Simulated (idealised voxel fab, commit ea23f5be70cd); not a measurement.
process module | voxel self aligned contacts
cross-section cut | 225 nm wide | cells 5 nm
A cross-section is a grid of square cells, given in bands from the top down. A band is one or more rows of cells.
Each band's line starts with the height of the band's top and of its bottom, in nm. Then come its materials from left to right, each with its width in nm. One material with "throughout" fills the band from edge to edge. "air" is empty space.
Height 0 is the level under which the wafer as received is all one material. The lowest band goes on downwards, as in "0 down".
A width such as "30 to 40" changes by the same amount from each row of cells to the next, from the band's top row to its bottom row.
"no change" after a step means that no cell of the cross-section changed.
closed voids: empty space of 8 cells or more with no open way to the top, each as width x height at its distance from the left edge, in nm
after a step's settings: what the simulator itself notes on the step
overlay nm, on a step with a mask: how far to the right of its planned place the mask lay; to the left if negative
plan
1 op RECEIVE | material Si
2 op OXIDIZE | depth nm 5
3 op DIRECTIONAL_DEP | material polySi | thk nm 20
4 op DIRECTIONAL_DEP | material SiN | thk nm 20
5 op DIRECTIONAL_DEP | material aC | thk nm 10
6 op PATTERN | tone cover | mask id GATE | material resist | width nm 25 | pitch nm 50 | thk nm 30 | overlay nm 0
7 op DIRECTIONAL_ETCH | etch materials aC | depth nm 10
8 op STRIP | etch materials resist
9 op DIRECTIONAL_ETCH | etch materials SiN | depth nm 20
10 op DIRECTIONAL_ETCH | etch materials polySi | depth nm 20
11 op STRIP | etch materials aC
12 op CONFORMAL_DEP | material SiN | thk nm 5
13 op DIRECTIONAL_ETCH | etch materials SiN | depth nm 5
14 op FILL_DEP | material SiO2 | thk nm 15
15 op CMP | height nm 50
16 op PATTERN | tone open | mask id CONTACT | material resist | width nm 35 | pitch nm 50 | thk nm 20 | overlay nm 0
17 op DIRECTIONAL_ETCH | etch materials SiO2 | depth nm 55
18 op STRIP | etch materials resist
19 op CONFORMAL_DEP | material TiN | thk nm 5
20 op FILL_DEP | material Ru | thk nm 5
21 op CMP | height nm 50
22 op CONFORMAL_DEP | material SiCN | thk nm 5
as received, after step 1
  0 down: Si throughout
  closed voids: none
first wafer at the end, as planned
  55 to 50: SiCN throughout
  50 to 40: SiO2 70 | TiN 5 to 15 | Ru 25 to 5 | TiN 5 to 15 | SiO2 15 | TiN 5 to 15 | Ru 25 to 5 | TiN 5 to 15 | SiO2 70
  40 to 20: SiO2 45 | SiN 35 | TiN 5 | Ru 5 | TiN 5 | SiN 35 | TiN 5 | Ru 5 | TiN 5 | SiN 35 | SiO2 45
  20 to 0: SiO2 45 | SiN 5 | polySi 25 | SiN 5 | TiN 5 | Ru 5 | TiN 5 | SiN 5 | polySi 25 | SiN 5 | TiN 5 | Ru 5 | TiN 5 | SiN 5 | polySi 25 | SiN 5 | SiO2 45
  0 to -5: SiO2 80 | TiN 15 | SiO2 35 | TiN 15 | SiO2 80
  -5 down: Si throughout
  closed voids: none
second wafer at the end: like start, like plan, one mistake
  55 to 50: SiCN throughout
  50 to 40: SiO2 70 | TiN 5 | Ru 25 | TiN 5 | SiO2 15 | TiN 5 | Ru 25 | TiN 5 | SiO2 70
  40 to 35: SiO2 70 | TiN 10 | Ru 15 | TiN 10 | SiO2 15 | TiN 10 | Ru 15 | TiN 10 | SiO2 70
  35 to 20: SiO2 50 | SiN 25 | TiN 5 | Ru 15 | TiN 5 | SiN 25 | TiN 5 | Ru 15 | TiN 5 | SiN 25 | SiO2 50
  20 to 0: SiO2 50 | polySi 25 | TiN 5 | Ru 15 | TiN 5 | polySi 25 | TiN 5 | Ru 15 | TiN 5 | polySi 25 | SiO2 50
  0 to -5: SiO2 75 | TiN 25 | SiO2 25 | TiN 25 | SiO2 75
  -5 down: Si throughout
  closed voids: none
what went wrong: step 12 was left out
at the end the second wafer has, in cells: 40 more of Ru | 63 fewer of SiN | 23 more of SiO2
